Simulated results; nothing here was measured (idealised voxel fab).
process module | voxel self aligned contacts
cross-section cut | 170 nm wide | cells 5 nm
A cross-section is a grid of square cells, given in bands from the top down. A band is one or more rows of cells.
Each band's line starts with the height of the band's top and of its bottom, in nm. Then come its materials from left to right, each with its width in nm. One material with "throughout" fills the band from edge to edge. "air" is empty space.
Height 0 is the level under which the wafer as received is all one material. The lowest band goes on downwards, as in "0 down".
A width such as "30 to 40" changes by the same amount from each row of cells to the next, from the band's top row to its bottom row.
"no change" after a step means that no cell of the cross-section changed.
closed voids: empty space of 8 cells or more with no open way to the top, each as width x height at its distance from the left edge, in nm
after a step's settings: what the simulator itself notes on the step
overlay nm, on a step with a mask: how far to the right of its planned place the mask lay; to the left if negative
plan
1 op RECEIVE | material Si
2 op OXIDIZE | depth nm 5
3 op DIRECTIONAL_DEP | material polySi | thk nm 20
4 op DIRECTIONAL_DEP | material SiN | thk nm 25
5 op DIRECTIONAL_DEP | material aC | thk nm 15
6 op PATTERN | tone cover | mask id GATE | material resist | width nm 35 | pitch nm 70 | thk nm 30 | overlay nm 0
7 op DIRECTIONAL_ETCH | etch materials aC | depth nm 15
8 op STRIP | etch materials resist
9 op DIRECTIONAL_ETCH | etch materials SiN | depth nm 25
10 op DIRECTIONAL_ETCH | etch materials polySi | depth nm 20
11 op STRIP | etch materials aC
12 op CONFORMAL_DEP | material SiN | thk nm 10
13 op DIRECTIONAL_ETCH | etch materials SiN | depth nm 10
14 op FILL_DEP | material SiO2 | thk nm 15
15 op CMP | height nm 50
16 op PATTERN | tone open | mask id CONTACT | material resist | width nm 55 | thk nm 20 | overlay nm 0
17 op DIRECTIONAL_ETCH | etch materials SiO2 | depth nm 55
18 op STRIP | etch materials resist
19 op CONFORMAL_DEP | material TiN | thk nm 5
20 op FILL_DEP | material Ru | thk nm 5
21 op CMP | height nm 50
22 op CONFORMAL_DEP | material SiCN | thk nm 5
first wafer, as planned
as received, after step 1
  0 down: Si throughout
  closed voids: none
after step 2
  0 to -5: SiO2 throughout
  below -5: unchanged
after step 3
  20 to 0: polySi throughout
  below 0: unchanged
after step 4
  45 to 20: SiN throughout
  below 20: unchanged
after step 5
  60 to 45: aC throughout
  below 45: unchanged
after step 6
  90 to 60: air 30 | resist 35 | air 35 | resist 35 | air 35
  below 60: unchanged
after step 7
  75 to 60: air 30 | resist 35 | air 35 | resist 35 | air 35
  60 to 45: air 30 | aC 35 | air 35 | aC 35 | air 35
  below 45: unchanged
after step 8
  60 to 45: air 30 | aC 35 | air 35 | aC 35 | air 35
  below 45: unchanged
after step 9
  60 to 45: air 30 | aC 35 | air 35 | aC 35 | air 35
  45 to 20: air 30 | SiN 35 | air 35 | SiN 35 | air 35
  below 20: unchanged
after step 10
  60 to 45: air 30 | aC 35 | air 35 | aC 35 | air 35
  45 to 20: air 30 | SiN 35 | air 35 | SiN 35 | air 35
  20 to 0: air 30 | polySi 35 | air 35 | polySi 35 | air 35
  below 0: unchanged
after step 11
  45 to 20: air 30 | SiN 35 | air 35 | SiN 35 | air 35
  below 20: unchanged
after step 12
  55 to 20: air 20 | SiN 55 | air 15 | SiN 55 | air 25
  20 to 10: air 20 | SiN 10 | polySi 35 | SiN 10 | air 15 | SiN 10 | polySi 35 | SiN 10 | air 25
  10 to 0: SiN 30 | polySi 35 | SiN 35 | polySi 35 | SiN 35
  below 0: unchanged
after step 13
  45 to 20: air 20 | SiN 55 | air 15 | SiN 55 | air 25
  20 to 0: air 20 | SiN 10 | polySi 35 | SiN 10 | air 15 | SiN 10 | polySi 35 | SiN 10 | air 25
  below 0: unchanged
after step 14
  60 to 45: SiO2 throughout
  45 to 20: SiO2 20 | SiN 55 | SiO2 15 | SiN 55 | SiO2 25
  20 to 0: SiO2 20 | SiN 10 | polySi 35 | SiN 10 | SiO2 15 | SiN 10 | polySi 35 | SiN 10 | SiO2 25
  below 0: unchanged
after step 15
  50 to 45: SiO2 throughout
  below 45: unchanged
after step 16
  70 to 50: resist 55 | air 55 | resist 60
  below 50: unchanged
after step 17
  70 to 50: resist 55 | air 55 | resist 60
  50 to 45: SiO2 55 | air 55 | SiO2 60
  45 to 20: SiO2 20 | SiN 55 | air 15 | SiN 55 | SiO2 25
  20 to 0: SiO2 20 | SiN 10 | polySi 35 | SiN 10 | air 15 | SiN 10 | polySi 35 | SiN 10 | SiO2 25
  0 to -5: SiO2 75 | air 15 | SiO2 80
  below -5: unchanged
after step 18
  50 to 45: SiO2 55 | air 55 | SiO2 60
  below 45: unchanged
after step 19
  55 to 50: TiN 60 | air 45 | TiN 65
  50 to 45: SiO2 55 | TiN 25 | air 5 | TiN 25 | SiO2 60
  45 to 20: SiO2 20 | SiN 55 | TiN 5 | air 5 | TiN 5 | SiN 55 | SiO2 25
  20 to 0: SiO2 20 | SiN 10 | polySi 35 | SiN 10 | TiN 5 | air 5 | TiN 5 | SiN 10 | polySi 35 | SiN 10 | SiO2 25
  0 to -5: SiO2 75 | TiN 15 | SiO2 80
  below -5: unchanged
after step 20
  60 to 55: Ru throughout
  55 to 50: TiN 60 | Ru 45 | TiN 65
  50 to 45: SiO2 55 | TiN 25 | Ru 5 | TiN 25 | SiO2 60
  45 to 20: SiO2 20 | SiN 55 | TiN 5 | Ru 5 | TiN 5 | SiN 55 | SiO2 25
  20 to 0: SiO2 20 | SiN 10 | polySi 35 | SiN 10 | TiN 5 | Ru 5 | TiN 5 | SiN 10 | polySi 35 | SiN 10 | SiO2 25
  below 0: unchanged
after step 21
  50 to 45: SiO2 55 | TiN 25 | Ru 5 | TiN 25 | SiO2 60
  below 45: unchanged
after step 22
  55 to 50: SiCN throughout
  below 50: unchanged
second wafer: like start, like plan, one mistake. Through step 5 it matches the first wafer
when step 6 should have ended
  90 to 60: resist 30 | air 35 | resist 35 | air 35 | resist 35
  below 60: unchanged
when step 7 should have ended
  75 to 60: resist 30 | air 35 | resist 35 | air 35 | resist 35
  60 to 45: aC 30 | air 35 | aC 35 | air 35 | aC 35
  below 45: unchanged
when step 8 should have ended
  60 to 45: aC 30 | air 35 | aC 35 | air 35 | aC 35
  below 45: unchanged
when step 9 should have ended
  60 to 45: aC 30 | air 35 | aC 35 | air 35 | aC 35
  45 to 20: SiN 30 | air 35 | SiN 35 | air 35 | SiN 35
  below 20: unchanged
when step 10 should have ended
  60 to 45: aC 30 | air 35 | aC 35 | air 35 | aC 35
  45 to 20: SiN 30 | air 35 | SiN 35 | air 35 | SiN 35
  20 to 0: polySi 30 | air 35 | polySi 35 | air 35 | polySi 35
  below 0: unchanged
when step 11 should have ended
  45 to 20: SiN 30 | air 35 | SiN 35 | air 35 | SiN 35
  below 20: unchanged
when step 12 should have ended
  55 to 20: SiN 40 | air 15 | SiN 55 | air 15 | SiN 45
  20 to 10: polySi 30 | SiN 10 | air 15 | SiN 10 | polySi 35 | SiN 10 | air 15 | SiN 10 | polySi 35
  10 to 0: polySi 30 | SiN 35 | polySi 35 | SiN 35 | polySi 35
  below 0: unchanged
when step 13 should have ended
  45 to 20: SiN 40 | air 15 | SiN 55 | air 15 | SiN 45
  20 to 0: polySi 30 | SiN 10 | air 15 | SiN 10 | polySi 35 | SiN 10 | air 15 | SiN 10 | polySi 35
  below 0: unchanged
when step 14 should have ended
  60 to 45: SiO2 throughout
  45 to 20: SiN 40 | SiO2 15 | SiN 55 | SiO2 15 | SiN 45
  20 to 0: polySi 30 | SiN 10 | SiO2 15 | SiN 10 | polySi 35 | SiN 10 | SiO2 15 | SiN 10 | polySi 35
  below 0: unchanged
when step 15 should have ended
  50 to 45: SiO2 throughout
  below 45: unchanged
when step 16 should have ended
  70 to 50: resist 55 | air 55 | resist 60
  below 50: unchanged
when step 17 should have ended
  70 to 50: resist 55 | air 55 | resist 60
  50 to 45: SiO2 55 | air 55 | SiO2 60
  below 45: unchanged
when step 18 should have ended
  50 to 45: SiO2 55 | air 55 | SiO2 60
  below 45: unchanged
when step 19 should have ended
  55 to 50: TiN 60 | air 45 | TiN 65
  50 to 45: SiO2 55 | TiN 55 | SiO2 60
  below 45: unchanged
when step 20 should have ended
  60 to 55: Ru throughout
  55 to 50: TiN 60 | Ru 45 | TiN 65
  below 50: unchanged
when step 21 should have ended
  50 to 45: SiO2 55 | TiN 55 | SiO2 60
  below 45: unchanged
when step 22 should have ended
  55 to 50: SiCN throughout
  below 50: unchanged
what went wrong: step 6 ran as: op PATTERN | tone open | mask id GATE | material resist | width nm 35 | pitch nm 70 | thk nm 30 | overlay nm 0
at the end the second wafer has, in cells: 10 fewer of Ru | 30 more of SiN | 24 fewer of SiO2 | 20 fewer of TiN | 24 more of polySi
